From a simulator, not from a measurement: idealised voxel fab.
This is a process module. Its name is voxel capacitor over wiring.
Shown is cross-section cut, with a width of 170 nm and square cells of size 5 nm.
For the purposes of this document, a cross-section shall be understood as a grid of square cells, specified as bands listed in top-to-bottom order, each band consisting of one or more rows of cells.
Within each band entry, the heights of the top and of the bottom of the band appear first, in that order and in nm; the materials of the band then follow from left to right, each with its corresponding width in nm. The designation "all across" on a single material indicates that it fills the band from edge to edge; the designation "blank" indicates empty space.
Ref level 0: as-received wafer is one material below here. Bottom band extends down with no lower bound ("z 0 and below").
With a width like "30 to 40", each row of cells in the band differs from the next by the same amount, the top row carrying the first number and the bottom row the second.
Reading "stayed the same" for a step: not a cell of the cross-section changed in it.
"Fully enclosed voids" contains a list of empty spaces, each no smaller than 8 cells and without an open way to the top, written in the form width x height at distance with the distance from the left edge and all three in nm.
Heads up: the bit after the settings on a step's line is the simulator's remark on that step.
The "overlay nm" setting may appear on a step's line; for a step that uses a mask, it gives how far to the right of its planned position the mask lay, and a negative value indicates the left.
Here's what the planned process steps look like
step 1: RECEIVE (material Si)
step 2: CONFORMAL_DEP (material SiO2; thk nm 10)
step 3: CONFORMAL_DEP (material SiN; thk nm 5)
step 4: DIRECTIONAL_DEP (material lowk; thk nm 20)
step 5: PATTERN (tone open; mask id METAL_1; material resist; width nm 25; pitch nm 90; thk nm 20; overlay nm 0)
step 6: DIRECTIONAL_ETCH (etch materials lowk; depth nm 20)
step 7: DIRECTIONAL_ETCH (etch materials SiN; depth nm 5)
step 8: STRIP (etch materials resist)
step 9: CONFORMAL_DEP (material TiN; thk nm 5)
step 10: FILL_DEP (material Ru; thk nm 5)
step 11: CMP (height nm 35)
step 12: CONFORMAL_DEP (material SiCN; thk nm 5)
step 13: DIRECTIONAL_DEP (material lowk; thk nm 20)
step 14: MASKED_ETCH (tone open; mask id PLUG_1; width nm 15; etch materials lowk; depth nm 20; overlay nm 0)
step 15: MASKED_ETCH (tone open; mask id PLUG_1; width nm 15; etch materials SiCN; depth nm 5; overlay nm 0)
step 16: CONFORMAL_DEP (material TiN; thk nm 5)
step 17: FILL_DEP (material Ru; thk nm 5)
step 18: CMP (height nm 60)
step 19: DIRECTIONAL_DEP (material TiN; thk nm 5)
step 20: DIRECTIONAL_DEP (material SiN; thk nm 5)
step 21: DIRECTIONAL_DEP (material TiN; thk nm 10)
step 22: MASKED_ETCH (tone cover; mask id UPPER_PLATE; width nm 70; etch materials TiN; depth nm 10; overlay nm 0)
step 23: MASKED_ETCH (tone cover; mask id UPPER_PLATE; width nm 70; etch materials SiN; depth nm 5; overlay nm 0)
step 24: MASKED_ETCH (tone cover; mask id LOWER_PLATE; width nm 80; etch materials TiN; depth nm 5; overlay nm 0)
step 25: FILL_DEP (material SiO2; thk nm 20)
step 26: CMP (height nm 95)
step 27: PATTERN (tone open; mask id PLUG_2; material resist; width nm 15; thk nm 15; overlay nm 0)
step 28: DIRECTIONAL_ETCH (etch materials SiO2; depth nm 15)
step 29: STRIP (etch materials resist)
step 30: CONFORMAL_DEP (material TiN; thk nm 5)
step 31: FILL_DEP (material Ru; thk nm 5)
step 32: CMP (height nm 95)
step 33: CONFORMAL_DEP (material SiCN; thk nm 5)
Cross-section: wafer on arrival = after step 1
- z 0 and below = Si all across
- Fully enclosed voids: none
One mistake in running the module, otherwise start and plan as above: cross-section at the end
- z 100 to 95 = SiCN all across
- z 95 to 85 = SiO2 45 nm | TiN 5 nm | Ru 5 nm | TiN 5 nm | SiO2 110 nm
- z 85 to 80 = SiO2 45 nm | TiN 15 nm | SiO2 110 nm
- z 80 to 75 = SiO2 30 nm | TiN 5 nm | SiO2 70 nm | TiN 5 nm | SiO2 60 nm
- z 75 to 70 = TiN 35 nm | SiO2 70 nm | TiN 65 nm
- z 70 to 65 = SiN all across
- z 65 to 60 = TiN all across
- z 60 to 40 = lowk 35 nm | TiN 5 nm | Ru 5 nm | TiN 5 nm | lowk 120 nm
- z 40 to 35 = SiCN 35 nm | TiN 15 nm | SiCN 120 nm
- z 35 to 15 = lowk 25 nm | TiN 5 nm | Ru 15 nm | TiN 5 nm | lowk 65 nm | TiN 5 nm | Ru 15 nm | TiN 5 nm | lowk 30 nm
- z 15 to 10 = SiN 25 nm | TiN 25 nm | SiN 65 nm | TiN 25 nm | SiN 30 nm
- z 10 to 0 = SiO2 all across
- z 0 and below = Si all across
- Fully enclosed voids: none
It is concluded that the wafer was processed incorrectly with respect to the plan, in that the process deviated at step 22: the operation and settings actually run there were MASKED_ETCH (tone open; mask id UPPER_PLATE; width nm 70; etch materials TiN; depth nm 10; overlay nm 0)
